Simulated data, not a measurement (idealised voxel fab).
Process module heading - voxel ribs on slabs
For reference, the cross-section in this document is cut, with width 260 nm and square cells of 5 nm.
Heads up, the way a cross-section reads in here is a grid of square cells, handed over as bands from the top down, with every band being one or more rows of cells.
The band entry comprises the height of the band's top followed by the height of its bottom, expressed in nm, and subsequently the band's materials from left to right, each stated together with its width in nm. Where a single material is marked with the word "everywhere", that material fills the band from edge to edge. The word "empty" represents empty space.
Heads up on the height convention: 0 is the point under which the incoming wafer is all one material, and the lowest band has no bottom, it just keeps going down, like "top 0, no bottom".
Width: "30->40" (first number = top row, second number = bottom row, same change from row to row of cells).
A step reported as "remained the same" is a step in which no cell of the cross-section changed.
"Fully sealed voids": sealed empty spaces, 8 cells or more, no open way to top, listed width x height at distance, with distance from the left edge and width, height and distance in nm.
That trailing text on a step's line, after the settings, is the simulator's own remark on the step.
A step line may carry the setting "overlay nm", which, for steps involving a mask, states the distance by which the mask lay to the right of its intended position; negative values denote displacement to the left.

So here's the lineup of process steps we planned
1,RECEIVE [material Si]
2,DIRECTIONAL_DEP [material SiO2] [thk nm 20]
3,DIRECTIONAL_DEP [material polySi] [thk nm 25]
4,MASKED_ETCH [tone cover] [mask id RIB] [width nm 15] [etch materials polySi] [depth nm 20] [overlay nm 0]
5,PATTERN [tone cover] [mask id SLAB] [material resist] [width nm 75] [thk nm 20] [overlay nm 0]
6,DIRECTIONAL_ETCH [etch materials polySi] [depth nm 5]
7,STRIP [etch materials resist]
8,FILL_DEP [material SiO2] [thk nm 25]
9,CMP [height nm 65]
10,DIRECTIONAL_DEP [material W] [thk nm 5]
11,MASKED_ETCH [tone cover] [mask id HEATER] [width nm 25] [etch materials W] [depth nm 5] [overlay nm 0]
12,CONFORMAL_DEP [material SiN] [thk nm 5]

So this is the incoming wafer in cross-section - it's already been through step 1
> top 0, no bottom  Si everywhere
> Fully sealed voids: none

First wafer of two, sectioned at end of module; run went per plan
> top 75, bottom 70  empty (110)  SiN (35)  empty (115)
> top 70, bottom 65  SiN (115)  W (25)  SiN (120)
> top 65, bottom 45  SiO2 everywhere
> top 45, bottom 25  SiO2 (120)  polySi (15)  SiO2 (125)
> top 25, bottom 20  SiO2 (90)  polySi (75)  SiO2 (95)
> top 20, bottom 0  SiO2 everywhere
> top 0, no bottom  Si everywhere
> Fully sealed voids: none

Cross-section, second wafer: same start as the first, same plan as the first, one mistake in running it; taken at the end of the module
> top 75, bottom 70  empty (110)  SiN (35)  empty (115)
> top 70, bottom 65  SiN (115)  W (25)  SiN (120)
> top 65, bottom 55  SiO2 everywhere
> top 55, bottom 35  SiO2 (120)  polySi (15)  SiO2 (125)
> top 35, bottom 30  SiO2 (90)  polySi (75)  SiO2 (95)
> top 30, bottom 20  polySi everywhere
> top 20, bottom 0  SiO2 everywhere
> top 0, no bottom  Si everywhere
> Fully sealed voids: none
Short version of what went wrong: step 3 deviated from plan and actually ran as DIRECTIONAL_DEP [material polySi] [thk nm 35]
at the end the second wafer has, in cells: SiO2: 104 fewer, polySi: 104 more
